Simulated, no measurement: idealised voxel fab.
Title: Process Module voxel capacitor over wiring
Xsec cut, 180 nm wide, square cell size 5 nm.
Cross-section, as written here: a square-cell grid given band by band from the top down, where a band holds one or more rows of cells.
Top height, bottom height, nm. Materials left to right, width each, nm. Single material + "throughout" = fills band edge to edge. "empty" = empty.
We count height from 0. Below that, the starting wafer is all one material. The lowest band never ends at the bottom but goes on down; see "0 -> down" for how that is written.
Per-row width for "30->40": begins at first number (top row of band), ends at second number (bottom row), increment between rows held constant.
"all unchanged" -> step changed no cross-section cell.
Reported under the label "Enclosed void list" are the empty spaces having no open way to the top and comprising 8 cells or more; the notation for each is width x height at distance, in which the distance is measured from the left edge and all three values are in nm.
The remark found on a step's line after its settings is issued by the simulator itself and pertains to that step.
"overlay nm", when on a step's line for a step with a mask, measures how far to the right of its planned place the mask lay; a negative measure means to the left.

## Process steps (planned)
| 1 | RECEIVE [material Si] |
| 2 | CONFORMAL_DEP [material SiO2] [thk nm 10] |
| 3 | CONFORMAL_DEP [material SiCN] [thk nm 5] |
| 4 | DIRECTIONAL_DEP [material lowk] [thk nm 20] |
| 5 | MASKED_ETCH [tone open] [mask id METAL_1] [width nm 25] [pitch nm 95] [etch materials lowk] [depth nm 20] [overlay nm 0] |
| 6 | MASKED_ETCH [tone open] [mask id METAL_1] [width nm 25] [pitch nm 95] [etch materials SiCN] [depth nm 5] [overlay nm 0] |
| 7 | CONFORMAL_DEP [material TiN] [thk nm 5] |
| 8 | FILL_DEP [material Cu] [thk nm 5] |
| 9 | CMP [height nm 35] |
| 10 | CONFORMAL_DEP [material SiCN] [thk nm 5] |
| 11 | DIRECTIONAL_DEP [material SiO2] [thk nm 20] |
| 12 | MASKED_ETCH [tone open] [mask id PLUG_1] [width nm 15] [etch materials SiO2] [depth nm 20] [overlay nm 0] |
| 13 | MASKED_ETCH [tone open] [mask id PLUG_1] [width nm 15] [etch materials SiCN] [depth nm 5] [overlay nm 0] |
| 14 | CONFORMAL_DEP [material TiN] [thk nm 5] |
| 15 | FILL_DEP [material W] [thk nm 10] |
| 16 | CMP [height nm 60] |
| 17 | DIRECTIONAL_DEP [material TiN] [thk nm 10] |
| 18 | DIRECTIONAL_DEP [material SiN] [thk nm 5] |
| 19 | DIRECTIONAL_DEP [material TiN] [thk nm 5] |
| 20 | DIRECTIONAL_DEP [material aC] [thk nm 15] |
| 21 | PATTERN [tone cover] [mask id UPPER_PLATE] [material resist] [width nm 75] [thk nm 30] [overlay nm 0] |
| 22 | DIRECTIONAL_ETCH [etch materials aC] [depth nm 15] |
| 23 | STRIP [etch materials resist] |
| 24 | DIRECTIONAL_ETCH [etch materials TiN] [depth nm 5] |
| 25 | DIRECTIONAL_ETCH [etch materials SiN] [depth nm 5] |
| 26 | STRIP [etch materials aC] |
| 27 | PATTERN [tone cover] [mask id LOWER_PLATE] [material resist] [width nm 85] [thk nm 15] [overlay nm 0] |
| 28 | DIRECTIONAL_ETCH [etch materials TiN] [depth nm 10] |
| 29 | STRIP [etch materials resist] |
| 30 | FILL_DEP [material SiO2] [thk nm 15] |
| 31 | CMP [height nm 90] |
| 32 | DIRECTIONAL_DEP [material aC] [thk nm 15] |
| 33 | PATTERN [tone open] [mask id PLUG_2] [material resist] [width nm 15] [thk nm 35] [overlay nm 0] |
| 34 | DIRECTIONAL_ETCH [etch materials aC] [depth nm 15] |
| 35 | STRIP [etch materials resist] |
| 36 | DIRECTIONAL_ETCH [etch materials SiO2] [depth nm 10] |
| 37 | STRIP [etch materials aC] |
| 38 | CONFORMAL_DEP [material TiN] [thk nm 5] |
| 39 | FILL_DEP [material W] [thk nm 10] |
| 40 | CMP [height nm 90] |
| 41 | CONFORMAL_DEP [material SiCN] [thk nm 5] |

## Cross-section, incoming material, after step 1
* 0 -> down | Si throughout
* Enclosed void list: none

## End-of-module cross-section of the first of two wafers, processed as planned
* 95 -> 90 | SiCN throughout
* 90 -> 85 | 50 SiO2; 5 TiN; 5 W; 5 TiN; 115 SiO2
* 85 -> 75 | 50->40 SiO2; 15->75 TiN; 115->65 SiO2
* 75 -> 70 | 40 SiO2; 75 SiN; 65 SiO2
* 70 -> 60 | 35 SiO2; 85 TiN; 60 SiO2
* 60 -> 40 | 40 SiO2; 5 TiN; 5 W; 5 TiN; 125 SiO2
* 40 -> 35 | 40 SiCN; 15 TiN; 125 SiCN
* 35 -> 15 | 30 lowk; 5 TiN; 15 Cu; 5 TiN; 70 lowk; 5 TiN; 15 Cu; 5 TiN; 30 lowk
* 15 -> 10 | 30 SiCN; 25 TiN; 70 SiCN; 25 TiN; 30 SiCN
* 10 -> 0 | SiO2 throughout
* 0 -> down | Si throughout
* Enclosed void list: none

## Here's the second of our two wafers sectioned at module end. Same start as the first, same plan, but one mistake got made running it
* 95 -> 90 | SiCN throughout
* 90 -> 85 | 50 SiO2; 5 TiN; 5 W; 5 TiN; 115 SiO2
* 85 -> 75 | 50->45 SiO2; 15->70 TiN; 115->65 SiO2
* 75 -> 70 | 40 SiO2; 75 SiN; 65 SiO2
* 70 -> 60 | 40 SiO2; 90 TiN; 50 SiO2
* 60 -> 40 | 40 SiO2; 5 TiN; 5 W; 5 TiN; 125 SiO2
* 40 -> 35 | 40 SiCN; 15 TiN; 125 SiCN
* 35 -> 15 | 30 lowk; 5 TiN; 15 Cu; 5 TiN; 70 lowk; 5 TiN; 15 Cu; 5 TiN; 30 lowk
* 15 -> 10 | 30 SiCN; 25 TiN; 70 SiCN; 25 TiN; 30 SiCN
* 10 -> 0 | SiO2 throughout
* 0 -> down | Si throughout
* Enclosed void list: none
It is concluded that the wafer was processed incorrectly with respect to the plan, in that in deviation from the planned setting, step 27 was conducted as PATTERN [tone cover] [mask id LOWER_PLATE] [material resist] [width nm 85] [thk nm 15] [overlay nm 10]
End of process, cell counts, second wafer against first, materials with more or fewer: SiO2: 1 fewer; TiN: 1 more
